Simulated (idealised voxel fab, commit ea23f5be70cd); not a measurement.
The process module that follows is named voxel capacitor over wiring.
Pictured: cross-section cut, 250 nm wide, on a grid of 5 nm square cells.
Cross-section layout: square cells on a grid; listed as bands, top to bottom; a band spans one or more cell rows.
Per band: top height and bottom height in nm, followed by the left-to-right materials and their widths in nm; "all across" marks a single material spanning edge to edge, "blank" marks empty space.
Zero point of the height axis is 0; under it, received wafer = one material. Lowest band: continues down indefinitely, "from 0 down".
It should be noted that a width expressed as "30 to 40" varies in equal increments from row to row of cells within the band, taking the value of the first number at the top row and that of the second number at the bottom row.
"nothing got changed" (step): cross-section cells unchanged, all of them.
For the entry "Closed void listing", the listed items are empty spaces with no open way to the top whose size is 8 cells or more; each item follows the pattern width x height at distance, where distance is from the left edge and all three are in nm.
Where a step's line continues beyond its settings, the continuation is a remark by the simulator itself on that step.
What "overlay nm" on a step's line means: if the step has a mask, that mask lay this far to the right of its planned place, or, when the value is negative, to the left.
**The steps planned for the process are as follows**
1,op RECEIVE | material Si
2,op CONFORMAL_DEP | material SiO2 | thk nm 10
3,op CONFORMAL_DEP | material SiN | thk nm 5
4,op DIRECTIONAL_DEP | material lowk | thk nm 20
5,op PATTERN | tone open | mask id METAL_1 | material resist | width nm 20 | pitch nm 90 | thk nm 15 | overlay nm 0
6,op DIRECTIONAL_ETCH | etch materials lowk | depth nm 20
7,op DIRECTIONAL_ETCH | etch materials SiN | depth nm 5
8,op STRIP | etch materials resist
9,op CONFORMAL_DEP | material TiN | thk nm 5
10,op FILL_DEP | material Ru | thk nm 10
11,op CMP | height nm 35
12,op EPI | material Ru | thk nm 5
13,op FILL_DEP | material SiCN | thk nm 5
14,op DIRECTIONAL_DEP | material SiO2 | thk nm 15
15,op PATTERN | tone open | mask id PLUG_1 | material resist | width nm 15 | thk nm 15 | overlay nm 0
16,op DIRECTIONAL_ETCH | etch materials SiO2 | depth nm 15
17,op DIRECTIONAL_ETCH | etch materials SiCN | depth nm 5
18,op STRIP | etch materials resist
19,op EPI | material Ru | thk nm 10
20,op EPI | material Ru | thk nm 10
21,op DIRECTIONAL_DEP | material TiN | thk nm 10
22,op DIRECTIONAL_DEP | material SiN | thk nm 5
23,op DIRECTIONAL_DEP | material TiN | thk nm 10
24,op PATTERN | tone cover | mask id UPPER_PLATE | material resist | width nm 75 | thk nm 20 | overlay nm 0
25,op DIRECTIONAL_ETCH | etch materials TiN | depth nm 10
26,op DIRECTIONAL_ETCH | etch materials SiN | depth nm 5
27,op STRIP | etch materials resist
28,op PATTERN | tone cover | mask id LOWER_PLATE | material resist | width nm 85 | thk nm 15 | overlay nm 0
29,op DIRECTIONAL_ETCH | etch materials TiN | depth nm 10
30,op STRIP | etch materials resist
31,op FILL_DEP | material SiO2 | thk nm 15
32,op CMP | height nm 95
33,op PATTERN | tone open | mask id PLUG_2 | material resist | width nm 15 | thk nm 15 | overlay nm 0
34,op DIRECTIONAL_ETCH | etch materials SiO2 | depth nm 10
35,op STRIP | etch materials resist
36,op CONFORMAL_DEP | material TiN | thk nm 5
37,op FILL_DEP | material Ru | thk nm 5
38,op CMP | height nm 95
39,op CONFORMAL_DEP | material SiN | thk nm 5
**Incoming wafer in cross-section (state: after step 1)**
  from 0 down | Si all across
  Closed void listing: none
**Result of the module, cross-sectioned: start per above, plan per above, one error in how it was run**
  from 100 to 95 | SiN all across
  from 95 to 85 | SiO2 75  TiN 25  SiO2 150
  from 85 to 80 | SiO2 75  SiN 25  TiN 50  SiO2 100
  from 80 to 75 | SiO2 70  TiN 80  SiO2 100
  from 75 to 70 | SiO2 70  TiN 30  SiN 50  SiO2 100
  from 70 to 60 | SiO2 65  Ru 35  TiN 55  SiO2 95
  from 60 to 45 | SiO2 75  Ru 15  SiO2 160
  from 45 to 40 | SiCN 75  Ru 15  SiCN 160
  from 40 to 35 | SiCN 65  Ru 30  SiCN 60  Ru 30  SiCN 65
  from 35 to 15 | lowk 70  TiN 5  Ru 10  TiN 5  lowk 70  TiN 5  Ru 10  TiN 5  lowk 70
  from 15 to 10 | SiN 70  TiN 20  SiN 70  TiN 20  SiN 70
  from 10 to 0 | SiO2 all across
  from 0 down | Si all across
  Closed void listing: none
Want to know what went wrong? one of steps 19 and 20 run twice (steps identical, which one unknown)
